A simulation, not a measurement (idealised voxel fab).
This section sets out a process module, namely voxel double patterning.
This is section cut - it's 205 nm across, gridded in 5 nm square cells.
Notation: cross-section as square-cell grid; stated in bands, top first, going down; one or more cell rows per band.
Look at the band entry: it leads with the top's height and the bottom's height in nm. Then it lists the materials left to right, with a width in nm for each. The word "edge to edge" on a single material says that material fills the band edge to edge. The word "empty" is empty space.
The reference from which all heights are counted is 0, the level beneath which the as-received wafer is entirely one material; the lowest band, having no lower bound, proceeds downward and is written after the example "z 0 and below".
A width given as "30 to 40" starts at the first number in the band's top row and ends at the second number in its bottom row, shifting by an equal amount at every step from row to row.
No cell of the cross-section changed in a step that is given as "all unchanged".
In "Enclosed empty spaces" the enclosed voids are listed, meaning empty spaces of 8 cells or larger without any opening to the top. The form is width x height at distance, distance from the left edge, units nm.
Text after the settings on a step's line: the simulator's own remark on that step.
Among the settings permitted on a step's line is "overlay nm"; applied to a step with a mask, it specifies the extent to which the mask lay to the right of its planned position, whereas a negative figure signifies a position to the left.

-- Process steps foreseen in the plan
1 op RECEIVE | material Si
2 op CONFORMAL_DEP | material SiO2 | thk nm 10
3 op DIRECTIONAL_DEP | material TiN | thk nm 15
4 op DIRECTIONAL_DEP | material SiCN | thk nm 10
5 op MASKED_ETCH | tone open | mask id FIRST | width nm 15 | pitch nm 50 | etch materials SiCN | depth nm 10 | overlay nm 0
6 op MASKED_ETCH | tone open | mask id SECOND | width nm 15 | etch materials SiCN | depth nm 10 | overlay nm 0
7 op DIRECTIONAL_ETCH | etch materials TiN | depth nm 15
8 op STRIP | etch materials SiCN

-- First wafer of two (run as planned)

-- as received, after step 1
* z 0 and below  Si edge to edge
* Enclosed empty spaces: none

-- Step 2 complete: cross-section through the wafer
* z 10 to 0  SiO2 edge to edge
* Note: structure below 0 unchanged.

-- Step 3 complete: cross-section through the wafer
* z 25 to 10  TiN edge to edge
* Note: structure below 10 unchanged.

-- Step 4 complete: cross-section through the wafer
* z 35 to 25  SiCN edge to edge
* Note: structure below 25 unchanged.

-- Step 5 complete: cross-section through the wafer
* z 35 to 25  70 SiCN; 15 empty; 35 SiCN; 15 empty; 70 SiCN
* Note: structure below 25 unchanged.

-- Step 6 complete: cross-section through the wafer
* z 35 to 25  70 SiCN; 15 empty; 10 SiCN; 15 empty; 10 SiCN; 15 empty; 70 SiCN
* Note: structure below 25 unchanged.

-- Step 7 complete: cross-section through the wafer
* z 35 to 25  70 SiCN; 15 empty; 10 SiCN; 15 empty; 10 SiCN; 15 empty; 70 SiCN
* z 25 to 10  70 TiN; 15 empty; 10 TiN; 15 empty; 10 TiN; 15 empty; 70 TiN
* Note: structure below 10 unchanged.

-- Step 8 complete: cross-section through the wafer
* z 25 to 10  70 TiN; 15 empty; 10 TiN; 15 empty; 10 TiN; 15 empty; 70 TiN
* Note: structure below 10 unchanged.

-- The remaining wafer, second of the two, started like the first and was run to the same plan, except that one mistake was made along the way; the two coincide through step 5, inclusive

-- Second wafer, section view, time point: scheduled end of step 6
* z 35 to 25  95 empty; 15 SiCN; 95 empty
* Note: structure below 25 unchanged.

-- Second wafer, section view, time point: scheduled end of step 7
* z 35 to 25  95 empty; 15 SiCN; 95 empty
* z 25 to 10  95 empty; 15 TiN; 95 empty
* Note: structure below 10 unchanged.

-- Second wafer, section view, time point: scheduled end of step 8
* z 25 to 10  95 empty; 15 TiN; 95 empty
* Note: structure below 10 unchanged.
The plan and the run diverged here: step 6 ran with different settings than intended, the actual operation and settings being op MASKED_ETCH | tone cover | mask id SECOND | width nm 15 | etch materials SiCN | depth nm 10 | overlay nm 0
Upon completion, the second wafer contains, in terms of cells, a greater or smaller amount of certain materials than the first wafer: -87 TiN
